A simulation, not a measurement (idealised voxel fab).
Process module in this document: voxel spacer lines
Pictured: cross-section cut, 160 nm wide, on a grid of 5 nm square cells.
Cross-section format: a grid of square cells, given as bands from top to bottom; each band is one or more rows of cells. For a band, the entry starts with two heights in nm, that of the top and then that of the bottom, and carries on with the band's materials in order from left to right, each alongside its width in nm; the word "all across" beside a single material means it fills the band edge to edge, and "empty" means empty space. Height reference: 0 = level under which incoming wafer is all one material. Lowest band: no bottom, runs on downward, e.g. "0 and below". Read "30..40" as a graded width: first number on top, second number at the bottom, same change between each pair of neighbouring rows. Take "no alterations made" at face value: in the step it is given for, the cross-section changed in none of its cells. Basically, "Closed void list" tells you about the enclosed voids: empty spaces with no open way to the top, 8 cells or bigger, each written width x height at distance, where distance is from the left edge, all in nm. after a step's settings: what the simulator itself notes on the step. What "overlay nm" on a step's line means: if the step has a mask, that mask lay this far to the right of its planned place, or, when the value is negative, to the left.

Steps planned for the process:
1. RECEIVE (material Si)
2. CONFORMAL_DEP (material Al2O3; thk nm 5)
3. DIRECTIONAL_DEP (material polySi; thk nm 20)
4. DIRECTIONAL_DEP (material aC; thk nm 20)
5. PATTERN (tone cover; mask id MANDREL; material resist; width nm 25; pitch nm 80; thk nm 30; overlay nm 0)
6. DIRECTIONAL_ETCH (etch materials aC; depth nm 20)
7. STRIP (etch materials resist)
8. CONFORMAL_DEP (material SiN; thk nm 15)
9. DIRECTIONAL_ETCH (etch materials SiN; depth nm 15)
10. STRIP (etch materials aC)
11. DIRECTIONAL_ETCH (etch materials polySi; depth nm 20)
12. STRIP (etch materials SiN)

On the first of the two wafers: run conducted according to plan:

Wafer at receipt (post step 1), cross-section:
    0 and below = Si all across
    Closed void list: none

Take a look at the wafer's cross-section after step 2:
    5 down to 0 = Al2O3 all across
    Everything below 0 is unchanged.

Take a look at the wafer's cross-section after step 3:
    25 down to 5 = polySi all across
    Everything below 5 is unchanged.

Take a look at the wafer's cross-section after step 4:
    45 down to 25 = aC all across
    Everything below 25 is unchanged.

Take a look at the wafer's cross-section after step 5:
    75 down to 45 = empty (25); resist (25); empty (55); resist (25); empty (30)
    Everything below 45 is unchanged.

Take a look at the wafer's cross-section after step 6:
    55 down to 45 = empty (25); resist (25); empty (55); resist (25); empty (30)
    45 down to 25 = empty (25); aC (25); empty (55); aC (25); empty (30)
    Everything below 25 is unchanged.

Take a look at the wafer's cross-section after step 7:
    45 down to 25 = empty (25); aC (25); empty (55); aC (25); empty (30)
    Everything below 25 is unchanged.

Take a look at the wafer's cross-section after step 8:
    60 down to 45 = empty (10); SiN (55); empty (25); SiN (55); empty (15)
    45 down to 40 = empty (10); SiN (15); aC (25); SiN (15); empty (25); SiN (15); aC (25); SiN (15); empty (15)
    40 down to 25 = SiN (25); aC (25); SiN (55); aC (25); SiN (30)
    Everything below 25 is unchanged.

Take a look at the wafer's cross-section after step 9:
    45 down to 25 = empty (10); SiN (15); aC (25); SiN (15); empty (25); SiN (15); aC (25); SiN (15); empty (15)
    Everything below 25 is unchanged.

Take a look at the wafer's cross-section after step 10:
    45 down to 25 = empty (10); SiN (15); empty (25); SiN (15); empty (25); SiN (15); empty (25); SiN (15); empty (15)
    Everything below 25 is unchanged.

Take a look at the wafer's cross-section after step 11:
    45 down to 25 = empty (10); SiN (15); empty (25); SiN (15); empty (25); SiN (15); empty (25); SiN (15); empty (15)
    25 down to 5 = empty (10); polySi (15); empty (25); polySi (15); empty (25); polySi (15); empty (25); polySi (15); empty (15)
    Everything below 5 is unchanged.

Take a look at the wafer's cross-section after step 12:
    25 down to 5 = empty (10); polySi (15); empty (25); polySi (15); empty (25); polySi (15); empty (25); polySi (15); empty (15)
    Everything below 5 is unchanged.

Wafer two of the pair: same origin, same plan, one error during the run; identical to wafer one up to and including step 4:

What the second wafer looks like in cross-section when step 5 should have wrapped up:
    75 down to 45 = resist (25); empty (25); resist (55); empty (25); resist (30)
    Everything below 45 is unchanged.

What the second wafer looks like in cross-section when step 6 should have wrapped up:
    55 down to 45 = resist (25); empty (25); resist (55); empty (25); resist (30)
    45 down to 25 = aC (25); empty (25); aC (55); empty (25); aC (30)
    Everything below 25 is unchanged.

What the second wafer looks like in cross-section when step 7 should have wrapped up:
    45 down to 25 = aC (25); empty (25); aC (55); empty (25); aC (30)
    Everything below 25 is unchanged.

What the second wafer looks like in cross-section when step 8 should have wrapped up:
    60 down to 45 = SiN all across
    45 down to 25 = aC (25); SiN (25); aC (55); SiN (25); aC (30)
    Everything below 25 is unchanged.

What the second wafer looks like in cross-section when step 9 should have wrapped up:
    45 down to 25 = aC (25); SiN (25); aC (55); SiN (25); aC (30)
    Everything below 25 is unchanged.

What the second wafer looks like in cross-section when step 10 should have wrapped up:
    45 down to 25 = empty (25); SiN (25); empty (55); SiN (25); empty (30)
    Everything below 25 is unchanged.

What the second wafer looks like in cross-section when step 11 should have wrapped up:
    45 down to 25 = empty (25); SiN (25); empty (55); SiN (25); empty (30)
    25 down to 5 = empty (25); polySi (25); empty (55); polySi (25); empty (30)
    Everything below 5 is unchanged.

What the second wafer looks like in cross-section when step 12 should have wrapped up:
    25 down to 5 = empty (25); polySi (25); empty (55); polySi (25); empty (30)
    Everything below 5 is unchanged.
Heads up, the wafer didn't run the way we planned it: planned and actual differ for step 5; actual: PATTERN (tone open; mask id MANDREL; material resist; width nm 25; pitch nm 80; thk nm 30; overlay nm 0)
Looking at both finished wafers in cells, the second ends up ahead of or behind the first on some materials: 8 fewer of polySi
